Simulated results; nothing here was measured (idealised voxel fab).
Title: Process Module voxel transistor to metal
It is cross-section cut that appears here, measuring 170 nm in width, its square cells being 5 nm in size.
Each cross-section below is a grid of square cells, stated as bands in top-down order, with one or more rows of cells making up each band.
Heads up on the band format: heights come first, top then bottom, in nm. After that it's the materials left to right, each with its width in nm. A single material flagged "everywhere" fills the whole band edge to edge, and "air" means there's empty space there.
Height is counted from the level 0, under which the received wafer is composed throughout of one material. The lowest of the bands is not closed at the bottom but continues downward, in the notation "top 0, no bottom".
The expression "30->40" gives the width at the extremes of the band, the first number at its top row of cells and the second at its bottom row, with the width changing by equal amounts from each row to the next in between.
"identical to before" -> step changed no cross-section cell.
"Closed void list": empty spaces of 8 cells or more with no open way to the top, each given as width x height at distance, distance from the left edge, all in nm.
Read whatever lies past the settings on a step's line as the simulator's own remark about the step.
overlay nm, on a step with a mask: how far to the right of its planned place the mask lay; to the left if negative

[Here's what the planned process steps look like]
1) RECEIVE,material Si
2) CONFORMAL_DEP,material SiO2,thk nm 5
3) CONFORMAL_DEP,material SiN,thk nm 15
4) PATTERN,tone cover,mask id ACTIVE,material resist,width nm 85,thk nm 20,overlay nm 0
5) DIRECTIONAL_ETCH,etch materials SiN,depth nm 15
6) DIRECTIONAL_ETCH,etch materials SiO2,depth nm 5
7) DIRECTIONAL_ETCH,etch materials Si,depth nm 25
8) STRIP,etch materials resist
9) OXIDIZE,depth nm 5
10) FILL_DEP,material SiO2,thk nm 5
11) CMP,height nm 20
12) SELECTIVE_ETCH,etch materials SiO2,depth nm 5
13) STRIP,etch materials SiN
14) SELECTIVE_ETCH,etch materials SiO2,depth nm 5
15) OXIDIZE,depth nm 5
16) DIRECTIONAL_DEP,material polySi,thk nm 25
17) DIRECTIONAL_DEP,material SiCN,thk nm 15
18) PATTERN,tone cover,mask id GATE,material resist,width nm 15,thk nm 20,overlay nm 0
19) DIRECTIONAL_ETCH,etch materials SiCN,depth nm 25
20) DIRECTIONAL_ETCH,etch materials polySi,depth nm 35
21) STRIP,etch materials resist
22) CONFORMAL_DEP,material SiN,thk nm 10
23) DIRECTIONAL_ETCH,etch materials SiN,depth nm 10
24) DIRECTIONAL_ETCH,etch materials SiO2,depth nm 5
25) DIRECTIONAL_ETCH,etch materials Si,depth nm 15
26) EPI,material nSi,thk nm 15
27) FILL_DEP,material SiO2,thk nm 5
28) CMP,height nm 40
29) DIRECTIONAL_DEP,material SiO2,thk nm 15
30) MASKED_ETCH,tone open,mask id CONTACT,width nm 15,pitch nm 60,etch materials SiO2,depth nm 60,overlay nm 0
31) CONFORMAL_DEP,material TiN,thk nm 5
32) FILL_DEP,material Ru,thk nm 5
33) CMP,height nm 55
34) DIRECTIONAL_DEP,material TiN,thk nm 5
35) DIRECTIONAL_DEP,material Ru,thk nm 15
36) MASKED_ETCH,tone cover,mask id METAL_1,width nm 15,pitch nm 60,etch materials Ru,depth nm 15,overlay nm 0
37) MASKED_ETCH,tone cover,mask id METAL_1,width nm 15,pitch nm 60,etch materials TiN,depth nm 5,overlay nm 0
38) FILL_DEP,material lowk,thk nm 10
39) CMP,height nm 75
40) CONFORMAL_DEP,material SiCN,thk nm 5
41) DIRECTIONAL_DEP,material SiO2,thk nm 25
42) PATTERN,tone open,mask id METAL_2,material resist,width nm 15,pitch nm 60,thk nm 15,overlay nm 0
43) DIRECTIONAL_ETCH,etch materials SiO2,depth nm 15
44) STRIP,etch materials resist
45) DIRECTIONAL_DEP,material aC,thk nm 15
46) PATTERN,tone open,mask id METAL_2_HOLES,material resist,width nm 15,pitch nm 60,thk nm 35,overlay nm 0
47) DIRECTIONAL_ETCH,etch materials aC,depth nm 15
48) STRIP,etch materials resist
49) DIRECTIONAL_ETCH,etch materials SiO2,depth nm 10
50) DIRECTIONAL_ETCH,etch materials SiCN,depth nm 5
51) STRIP,etch materials aC
52) CONFORMAL_DEP,material TiN,thk nm 5
53) FILL_DEP,material Ru,thk nm 5
54) CMP,height nm 105
55) CONFORMAL_DEP,material SiCN,thk nm 5

[Cross-section of the incoming wafer, state after step 1]
  top 0, no bottom = Si everywhere
  Closed void list: none

[Run as planned - first of the two wafers cross-sectioned at the end of the module]
  top 110, bottom 105 = SiCN everywhere
  top 105, bottom 80 = SiO2 (45) / TiN (5) / Ru (5) / TiN (5) / SiO2 (45) / TiN (5) / Ru (5) / TiN (5) / SiO2 (50)
  top 80, bottom 75 = SiCN (45) / TiN (15) / SiCN (45) / TiN (15) / SiCN (50)
  top 75, bottom 60 = lowk (45) / Ru (15) / lowk (45) / Ru (15) / lowk (50)
  top 60, bottom 55 = lowk (45) / TiN (15) / lowk (45) / TiN (15) / lowk (50)
  top 55, bottom 40 = SiO2 (45) / TiN (5) / Ru (5) / TiN (5) / SiO2 (45) / TiN (5) / Ru (5) / TiN (5) / SiO2 (50)
  top 40, bottom 25 = SiO2 (45) / TiN (5) / Ru (5) / TiN (5) / SiO2 (5) / SiN (10) / SiCN (15) / SiN (10) / SiO2 (5) / TiN (5) / Ru (5) / TiN (5) / SiO2 (50)
  top 25, bottom 15 = SiO2 (45) / TiN (5) / Ru (5) / TiN (5) / SiO2 (5) / SiN (10) / polySi (15) / SiN (10) / SiO2 (5) / TiN (5) / Ru (5) / TiN (5) / SiO2 (50)
  top 15, bottom 10 = SiO2 (45) / TiN (15) / SiO2 (5) / SiN (10) / polySi (15) / SiN (10) / SiO2 (5) / TiN (15) / SiO2 (50)
  top 10, bottom 0 = SiO2 (35) / SiN (10) / TiN (5) / nSi (15) / SiN (10) / polySi (15) / SiN (10) / nSi (15) / TiN (5) / SiN (10) / SiO2 (40)
  top 0, bottom -5 = SiO2 (45) / TiN (5) / nSi (15) / SiO2 (35) / nSi (15) / TiN (5) / SiO2 (50)
  top -5, bottom -20 = SiO2 (45) / nSi (20) / Si (35) / nSi (20) / SiO2 (50)
  top -20, bottom -30 = SiO2 (45) / Si (75) / SiO2 (50)
  top -30, no bottom = Si everywhere
  Closed void list: none

[This cross-section belongs to the second wafer of two at the end of the module; the start and the plan were shared with the first, and the run included one mistake]
  top 110, bottom 105 = SiCN everywhere
  top 105, bottom 80 = SiO2 (45) / TiN (5) / Ru (5) / TiN (5) / SiO2 (45) / TiN (5) / Ru (5) / TiN (5) / SiO2 (50)
  top 80, bottom 75 = SiCN (45) / TiN (15) / SiCN (45) / TiN (15) / SiCN (50)
  top 75, bottom 60 = lowk (45) / Ru (15) / lowk (45) / Ru (15) / lowk (50)
  top 60, bottom 55 = lowk (45) / TiN (15) / lowk (45) / TiN (15) / lowk (50)
  top 55, bottom 45 = Ru (40) / TiN (5) / SiO2 (15) / TiN (5) / Ru (35) / TiN (5) / SiO2 (15) / TiN (5) / Ru (45)
  top 45, bottom 40 = Ru (40) / TiN (5) / SiO2 (15) / TiN (45) / SiO2 (15) / TiN (5) / Ru (45)
  top 40, bottom 25 = Ru (40) / TiN (5) / SiO2 (15) / TiN (5) / SiN (10) / SiCN (15) / SiN (10) / TiN (5) / SiO2 (15) / TiN (5) / Ru (45)
  top 25, bottom 15 = Ru (40) / TiN (5) / SiO2 (15) / TiN (5) / SiN (10) / polySi (15) / SiN (10) / TiN (5) / SiO2 (15) / TiN (5) / Ru (45)
  top 15, bottom 10 = Ru (30) / TiN (15) / SiO2 (15) / TiN (5) / SiN (10) / polySi (15) / SiN (10) / TiN (5) / SiO2 (15) / TiN (15) / Ru (35)
  top 10, bottom 0 = Ru (30) / TiN (5) / SiN (10) / SiO2 (5) / nSi (15) / SiN (10) / polySi (15) / SiN (10) / nSi (15) / SiO2 (5) / SiN (10) / TiN (5) / Ru (35)
  top 0, bottom -5 = TiN (35) / SiO2 (15) / nSi (15) / SiO2 (35) / nSi (15) / SiO2 (15) / TiN (40)
  top -5, bottom -20 = SiO2 (45) / nSi (20) / Si (35) / nSi (20) / SiO2 (50)
  top -20, bottom -30 = SiO2 (45) / Si (75) / SiO2 (50)
  top -30, no bottom = Si everywhere
  Closed void list: none
So what did we get wrong on this run? not per plan at step 30, really ran MASKED_ETCH,tone cover,mask id CONTACT,width nm 15,pitch nm 60,etch materials SiO2,depth nm 60,overlay nm 0
The second wafer ends with more or fewer cells of some materials than the first, per final count: 173 more of Ru; 195 fewer of SiO2; 22 more of TiN
